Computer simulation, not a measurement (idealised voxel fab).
Process module in this document: voxel gate over fins
In the cross-section labelled cut, the width is 250 nm and each square cell is 5 nm.
Cross-section, as written here: a square-cell grid given band by band from the top down, where a band holds one or more rows of cells.
Read a band's entry like this: the first values are the height of its top and the height of its bottom in nm, and what follows is the sequence of materials from left to right, each with its width in nm. Note that "empty" is empty space, and that a single material marked "full width" reaches across the band from edge to edge.
For the purposes of this specification, 0 denotes the height below which the wafer in its as-received condition is composed wholly of one material, and the lowermost band, lacking a lower limit, extends downward without end, as expressed in "z 0 and below".
The width entry "30->40" should be interpreted row by row: the top row of cells in the band takes the first number, the bottom row takes the second number, and the change between adjacent rows is uniform throughout.
What does "all unchanged" mean for a step? It means no cell of the cross-section changed in that step.
"Entrapped voids" lists enclosed empty spaces (at least 8 cells, no open path upward to the top), each as width x height at distance from the left edge, in nm.
Read whatever lies past the settings on a step's line as the simulator's own remark about the step.
What "overlay nm" on a step's line means: if the step has a mask, that mask lay this far to the right of its planned place, or, when the value is negative, to the left.
### Process steps foreseen in the plan
step 1: op RECEIVE | material Si
step 2: op CONFORMAL_DEP | material SiN | thk nm 10
step 3: op PATTERN | tone cover | mask id FINS | material resist | width nm 15 | pitch nm 50 | thk nm 20 | overlay nm 0
step 4: op DIRECTIONAL_ETCH | etch materials SiN | depth nm 10
step 5: op DIRECTIONAL_ETCH | etch materials Si | depth nm 30
step 6: op STRIP | etch materials resist
step 7: op FILL_DEP | material SiO2 | thk nm 5
step 8: op CMP | height nm 10
step 9: op MASKED_ETCH | tone open | mask id RAIL | width nm 15 | etch materials SiO2 | depth nm 35 | overlay nm 0
step 10: op CONFORMAL_DEP | material TiN | thk nm 5
step 11: op FILL_DEP | material W | thk nm 10
step 12: op CMP | height nm 10
step 13: op SELECTIVE_ETCH | etch materials W Ru TiN | depth nm 30
step 14: op FILL_DEP | material SiO2 | thk nm 5
step 15: op CMP | height nm 10
step 16: op SELECTIVE_ETCH | etch materials SiO2 | depth nm 25
step 17: op STRIP | etch materials SiN
step 18: op CONFORMAL_DEP | material HfO2 | thk nm 5
step 19: op CONFORMAL_DEP | material TiN | thk nm 5
step 20: op CONFORMAL_DEP | material TiAl | thk nm 5
step 21: op CONFORMAL_DEP | material TiN | thk nm 5
step 22: op FILL_DEP | material W | thk nm 15
step 23: op CMP | height nm 30
step 24: op CONFORMAL_DEP | material SiCN | thk nm 5
### First wafer of two (run as planned)
### Wafer as received: cross-section following step 1
z 0 and below | Si full width
Entrapped voids: none
### Cross-section through the wafer, step 2 finished
z 10 to 0 | SiN full width
Note: structure below 0 unchanged.
### Cross-section through the wafer, step 3 finished
z 30 to 10 | empty 65  resist 15  empty 35  resist 15  empty 35  resist 15  empty 70
Note: structure below 10 unchanged.
### Cross-section through the wafer, step 4 finished
z 30 to 10 | empty 65  resist 15  empty 35  resist 15  empty 35  resist 15  empty 70
z 10 to 0 | empty 65  SiN 15  empty 35  SiN 15  empty 35  SiN 15  empty 70
Note: structure below 0 unchanged.
### Cross-section through the wafer, step 5 finished
z 30 to 10 | empty 65  resist 15  empty 35  resist 15  empty 35  resist 15  empty 70
z 10 to 0 | empty 65  SiN 15  empty 35  SiN 15  empty 35  SiN 15  empty 70
z 0 to -30 | empty 65  Si 15  empty 35  Si 15  empty 35  Si 15  empty 70
Note: structure below -30 unchanged.
### Cross-section through the wafer, step 6 finished
z 10 to 0 | empty 65  SiN 15  empty 35  SiN 15  empty 35  SiN 15  empty 70
Note: structure below 0 unchanged.
### Cross-section through the wafer, step 7 finished
z 15 to 10 | SiO2 full width
z 10 to 0 | SiO2 65  SiN 15  SiO2 35  SiN 15  SiO2 35  SiN 15  SiO2 70
z 0 to -30 | SiO2 65  Si 15  SiO2 35  Si 15  SiO2 35  Si 15  SiO2 70
Note: structure below -30 unchanged.
### Cross-section through the wafer, step 8 finished
z 10 to 0 | SiO2 65  SiN 15  SiO2 35  SiN 15  SiO2 35  SiN 15  SiO2 70
Note: structure below 0 unchanged.
### Cross-section through the wafer, step 9 finished
z 10 to 0 | SiO2 65  SiN 15  SiO2 10  empty 15  SiO2 10  SiN 15  SiO2 35  SiN 15  SiO2 70
z 0 to -25 | SiO2 65  Si 15  SiO2 10  empty 15  SiO2 10  Si 15  SiO2 35  Si 15  SiO2 70
Note: structure below -25 unchanged.
### Cross-section through the wafer, step 10 finished
z 15 to 10 | TiN 95  empty 5  TiN 150
z 10 to 0 | SiO2 65  SiN 15  SiO2 10  TiN 5  empty 5  TiN 5  SiO2 10  SiN 15  SiO2 35  SiN 15  SiO2 70
z 0 to -20 | SiO2 65  Si 15  SiO2 10  TiN 5  empty 5  TiN 5  SiO2 10  Si 15  SiO2 35  Si 15  SiO2 70
z -20 to -25 | SiO2 65  Si 15  SiO2 10  TiN 15  SiO2 10  Si 15  SiO2 35  Si 15  SiO2 70
Note: structure below -25 unchanged.
### Cross-section through the wafer, step 11 finished
z 25 to 15 | W full width
z 15 to 10 | TiN 95  W 5  TiN 150
z 10 to 0 | SiO2 65  SiN 15  SiO2 10  TiN 5  W 5  TiN 5  SiO2 10  SiN 15  SiO2 35  SiN 15  SiO2 70
z 0 to -20 | SiO2 65  Si 15  SiO2 10  TiN 5  W 5  TiN 5  SiO2 10  Si 15  SiO2 35  Si 15  SiO2 70
Note: structure below -20 unchanged.
### Cross-section through the wafer, step 12 finished
z 10 to 0 | SiO2 65  SiN 15  SiO2 10  TiN 5  W 5  TiN 5  SiO2 10  SiN 15  SiO2 35  SiN 15  SiO2 70
Note: structure below 0 unchanged.
### Cross-section through the wafer, step 13 finished
z 10 to 0 | SiO2 65  SiN 15  SiO2 10  empty 15  SiO2 10  SiN 15  SiO2 35  SiN 15  SiO2 70
z 0 to -20 | SiO2 65  Si 15  SiO2 10  empty 15  SiO2 10  Si 15  SiO2 35  Si 15  SiO2 70
Note: structure below -20 unchanged.
### Cross-section through the wafer, step 14 finished
z 15 to 10 | SiO2 full width
z 10 to 0 | SiO2 65  SiN 15  SiO2 35  SiN 15  SiO2 35  SiN 15  SiO2 70
z 0 to -20 | SiO2 65  Si 15  SiO2 35  Si 15  SiO2 35  Si 15  SiO2 70
Note: structure below -20 unchanged.
### Cross-section through the wafer, step 15 finished
z 10 to 0 | SiO2 65  SiN 15  SiO2 35  SiN 15  SiO2 35  SiN 15  SiO2 70
Note: structure below 0 unchanged.
### Cross-section through the wafer, step 16 finished
z 10 to 0 | empty 65  SiN 15  empty 35  SiN 15  empty 35  SiN 15  empty 70
z 0 to -15 | empty 65  Si 15  empty 35  Si 15  empty 35  Si 15  empty 70
Note: structure below -15 unchanged.
### Cross-section through the wafer, step 17 finished
z 0 to -15 | empty 65  Si 15  empty 35  Si 15  empty 35  Si 15  empty 70
Note: structure below -15 unchanged.
### Cross-section through the wafer, step 18 finished
z 5 to 0 | empty 60  HfO2 25  empty 25  HfO2 25  empty 25  HfO2 25  empty 65
z 0 to -10 | empty 60  HfO2 5  Si 15  HfO2 5  empty 25  HfO2 5  Si 15  HfO2 5  empty 25  HfO2 5  Si 15  HfO2 5  empty 65
z -10 to -15 | HfO2 65  Si 15  HfO2 35  Si 15  HfO2 35  Si 15  HfO2 70
Note: structure below -15 unchanged.
### Cross-section through the wafer, step 19 finished
z 10 to 5 | empty 55  TiN 35  empty 15  TiN 35  empty 15  TiN 35  empty 60
z 5 to 0 | empty 55  TiN 5  HfO2 25  TiN 5  empty 15  TiN 5  HfO2 25  TiN 5  empty 15  TiN 5  HfO2 25  TiN 5  empty 60
z 0 to -5 | empty 55  TiN 5  HfO2 5  Si 15  HfO2 5  TiN 5  empty 15  TiN 5  HfO2 5  Si 15  HfO2 5  TiN 5  empty 15  TiN 5  HfO2 5  Si 15  HfO2 5  TiN 5  empty 60
z -5 to -10 | TiN 60  HfO2 5  Si 15  HfO2 5  TiN 25  HfO2 5  Si 15  HfO2 5  TiN 25  HfO2 5  Si 15  HfO2 5  TiN 65
Note: structure below -10 unchanged.
### Cross-section through the wafer, step 20 finished
z 15 to 10 | empty 50  TiAl 45  empty 5  TiAl 45  empty 5  TiAl 45  empty 55
z 10 to 5 | empty 50  TiAl 5  TiN 35  TiAl 5  empty 5  TiAl 5  TiN 35  TiAl 5  empty 5  TiAl 5  TiN 35  TiAl 5  empty 55
z 5 to 0 | empty 50  TiAl 5  TiN 5  HfO2 25  TiN 5  TiAl 5  empty 5  TiAl 5  TiN 5  HfO2 25  TiN 5  TiAl 5  empty 5  TiAl 5  TiN 5  HfO2 25  TiN 5  TiAl 5  empty 55
z 0 to -5 | TiAl 55  TiN 5  HfO2 5  Si 15  HfO2 5  TiN 5  TiAl 15  TiN 5  HfO2 5  Si 15  HfO2 5  TiN 5  TiAl 15  TiN 5  HfO2 5  Si 15  HfO2 5  TiN 5  TiAl 60
Note: structure below -5 unchanged.
### Cross-section through the wafer, step 21 finished
z 20 to 15 | empty 45  TiN 155  empty 50
z 15 to 10 | empty 45  TiN 5  TiAl 45  TiN 5  TiAl 45  TiN 5  TiAl 45  TiN 5  empty 50
z 10 to 5 | empty 45  TiN 5  TiAl 5  TiN 35  TiAl 5  TiN 5  TiAl 5  TiN 35  TiAl 5  TiN 5  TiAl 5  TiN 35  TiAl 5  TiN 5  empty 50
z 5 to 0 | TiN 50  TiAl 5  TiN 5  HfO2 25  TiN 5  TiAl 5  TiN 5  TiAl 5  TiN 5  HfO2 25  TiN 5  TiAl 5  TiN 5  TiAl 5  TiN 5  HfO2 25  TiN 5  TiAl 5  TiN 55
Note: structure below 0 unchanged.
### Cross-section through the wafer, step 22 finished
z 35 to 20 | W full width
z 20 to 15 | W 45  TiN 155  W 50
z 15 to 10 | W 45  TiN 5  TiAl 45  TiN 5  TiAl 45  TiN 5  TiAl 45  TiN 5  W 50
z 10 to 5 | W 45  TiN 5  TiAl 5  TiN 35  TiAl 5  TiN 5  TiAl 5  TiN 35  TiAl 5  TiN 5  TiAl 5  TiN 35  TiAl 5  TiN 5  W 50
Note: structure below 5 unchanged.
### Cross-section through the wafer, step 23 finished
z 30 to 20 | W full width
Note: structure below 20 unchanged.
### Cross-section through the wafer, step 24 finished
z 35 to 30 | SiCN full width
Note: structure below 30 unchanged.
### Okay, second wafer. Nothing different at the start, nothing different in the plan, just one mistake somewhere in the running. As far as step 8, counting that step, it's the first wafer all over again
### Planned end of step 9: second wafer, cross-section
z 10 to 0 | empty 65  SiN 15  empty 10  SiO2 15  empty 10  SiN 15  empty 35  SiN 15  empty 70
z 0 to -25 | empty 65  Si 15  empty 10  SiO2 15  empty 10  Si 15  empty 35  Si 15  empty 70
Note: structure below -25 unchanged.
### Planned end of step 10: second wafer, cross-section
z 15 to 10 | empty 60  TiN 75  empty 25  TiN 25  empty 65
z 10 to 0 | empty 60  TiN 5  SiN 15  TiN 10  SiO2 15  TiN 10  SiN 15  TiN 5  empty 25  TiN 5  SiN 15  TiN 5  empty 65
z 0 to -20 | empty 60  TiN 5  Si 15  TiN 10  SiO2 15  TiN 10  Si 15  TiN 5  empty 25  TiN 5  Si 15  TiN 5  empty 65
z -20 to -25 | TiN 65  Si 15  TiN 10  SiO2 15  TiN 10  Si 15  TiN 35  Si 15  TiN 70
Note: structure below -25 unchanged.
### Planned end of step 11: second wafer, cross-section
z 25 to 15 | W full width
z 15 to 10 | W 60  TiN 75  W 25  TiN 25  W 65
z 10 to 0 | W 60  TiN 5  SiN 15  TiN 10  SiO2 15  TiN 10  SiN 15  TiN 5  W 25  TiN 5  SiN 15  TiN 5  W 65
z 0 to -20 | W 60  TiN 5  Si 15  TiN 10  SiO2 15  TiN 10  Si 15  TiN 5  W 25  TiN 5  Si 15  TiN 5  W 65
Note: structure below -20 unchanged.
### Planned end of step 12: second wafer, cross-section
z 10 to 0 | W 60  TiN 5  SiN 15  TiN 10  SiO2 15  TiN 10  SiN 15  TiN 5  W 25  TiN 5  SiN 15  TiN 5  W 65
Note: structure below 0 unchanged.
### Planned end of step 13: second wafer, cross-section
z 10 to 0 | empty 65  SiN 15  empty 10  SiO2 15  empty 10  SiN 15  empty 35  SiN 15  empty 70
z 0 to -20 | empty 65  Si 15  empty 10  SiO2 15  empty 10  Si 15  empty 35  Si 15  empty 70
Note: structure below -20 unchanged.
### Planned end of step 14: second wafer, cross-section
z 15 to 10 | SiO2 full width
z 10 to 0 | SiO2 65  SiN 15  SiO2 35  SiN 15  SiO2 35  SiN 15  SiO2 70
z 0 to -20 | SiO2 65  Si 15  SiO2 35  Si 15  SiO2 35  Si 15  SiO2 70
Note: structure below -20 unchanged.
### Planned end of step 15: second wafer, cross-section
z 10 to 0 | SiO2 65  SiN 15  SiO2 35  SiN 15  SiO2 35  SiN 15  SiO2 70
Note: structure below 0 unchanged.
### Planned end of step 16: second wafer, cross-section
z 10 to 0 | empty 65  SiN 15  empty 35  SiN 15  empty 35  SiN 15  empty 70
z 0 to -15 | empty 65  Si 15  empty 35  Si 15  empty 35  Si 15  empty 70
Note: structure below -15 unchanged.
### Planned end of step 17: second wafer, cross-section
z 0 to -15 | empty 65  Si 15  empty 35  Si 15  empty 35  Si 15  empty 70
Note: structure below -15 unchanged.
### Planned end of step 18: second wafer, cross-section
z 5 to 0 | empty 60  HfO2 25  empty 25  HfO2 25  empty 25  HfO2 25  empty 65
z 0 to -10 | empty 60  HfO2 5  Si 15  HfO2 5  empty 25  HfO2 5  Si 15  HfO2 5  empty 25  HfO2 5  Si 15  HfO2 5  empty 65
z -10 to -15 | HfO2 65  Si 15  HfO2 35  Si 15  HfO2 35  Si 15  HfO2 70
Note: structure below -15 unchanged.
### Planned end of step 19: second wafer, cross-section
z 10 to 5 | empty 55  TiN 35  empty 15  TiN 35  empty 15  TiN 35  empty 60
z 5 to 0 | empty 55  TiN 5  HfO2 25  TiN 5  empty 15  TiN 5  HfO2 25  TiN 5  empty 15  TiN 5  HfO2 25  TiN 5  empty 60
z 0 to -5 | empty 55  TiN 5  HfO2 5  Si 15  HfO2 5  TiN 5  empty 15  TiN 5  HfO2 5  Si 15  HfO2 5  TiN 5  empty 15  TiN 5  HfO2 5  Si 15  HfO2 5  TiN 5  empty 60
z -5 to -10 | TiN 60  HfO2 5  Si 15  HfO2 5  TiN 25  HfO2 5  Si 15  HfO2 5  TiN 25  HfO2 5  Si 15  HfO2 5  TiN 65
Note: structure below -10 unchanged.
### Planned end of step 20: second wafer, cross-section
z 15 to 10 | empty 50  TiAl 45  empty 5  TiAl 45  empty 5  TiAl 45  empty 55
z 10 to 5 | empty 50  TiAl 5  TiN 35  TiAl 5  empty 5  TiAl 5  TiN 35  TiAl 5  empty 5  TiAl 5  TiN 35  TiAl 5  empty 55
z 5 to 0 | empty 50  TiAl 5  TiN 5  HfO2 25  TiN 5  TiAl 5  empty 5  TiAl 5  TiN 5  HfO2 25  TiN 5  TiAl 5  empty 5  TiAl 5  TiN 5  HfO2 25  TiN 5  TiAl 5  empty 55
z 0 to -5 | TiAl 55  TiN 5  HfO2 5  Si 15  HfO2 5  TiN 5  TiAl 15  TiN 5  HfO2 5  Si 15  HfO2 5  TiN 5  TiAl 15  TiN 5  HfO2 5  Si 15  HfO2 5  TiN 5  TiAl 60
Note: structure below -5 unchanged.
### Planned end of step 21: second wafer, cross-section
z 20 to 15 | empty 45  TiN 155  empty 50
z 15 to 10 | empty 45  TiN 5  TiAl 45  TiN 5  TiAl 45  TiN 5  TiAl 45  TiN 5  empty 50
z 10 to 5 | empty 45  TiN 5  TiAl 5  TiN 35  TiAl 5  TiN 5  TiAl 5  TiN 35  TiAl 5  TiN 5  TiAl 5  TiN 35  TiAl 5  TiN 5  empty 50
z 5 to 0 | TiN 50  TiAl 5  TiN 5  HfO2 25  TiN 5  TiAl 5  TiN 5  TiAl 5  TiN 5  HfO2 25  TiN 5  TiAl 5  TiN 5  TiAl 5  TiN 5  HfO2 25  TiN 5  TiAl 5  TiN 55
Note: structure below 0 unchanged.
### Planned end of step 22: second wafer, cross-section
z 35 to 20 | W full width
z 20 to 15 | W 45  TiN 155  W 50
z 15 to 10 | W 45  TiN 5  TiAl 45  TiN 5  TiAl 45  TiN 5  TiAl 45  TiN 5  W 50
z 10 to 5 | W 45  TiN 5  TiAl 5  TiN 35  TiAl 5  TiN 5  TiAl 5  TiN 35  TiAl 5  TiN 5  TiAl 5  TiN 35  TiAl 5  TiN 5  W 50
Note: structure below 5 unchanged.
### Planned end of step 23: second wafer, cross-section
z 30 to 20 | W full width
Note: structure below 20 unchanged.
### Planned end of step 24: second wafer, cross-section
z 35 to 30 | SiCN full width
Note: structure below 30 unchanged.
Against the plan, the run slipped here: step 9 went in with a setting other than planned; the actual run was op MASKED_ETCH | tone cover | mask id RAIL | width nm 15 | etch materials SiO2 | depth nm 35 | overlay nm 0
In the final state, the cell counts of the second wafer exceed or fall short of those of the first for the following materials: 35 fewer of SiO2, 35 more of TiN
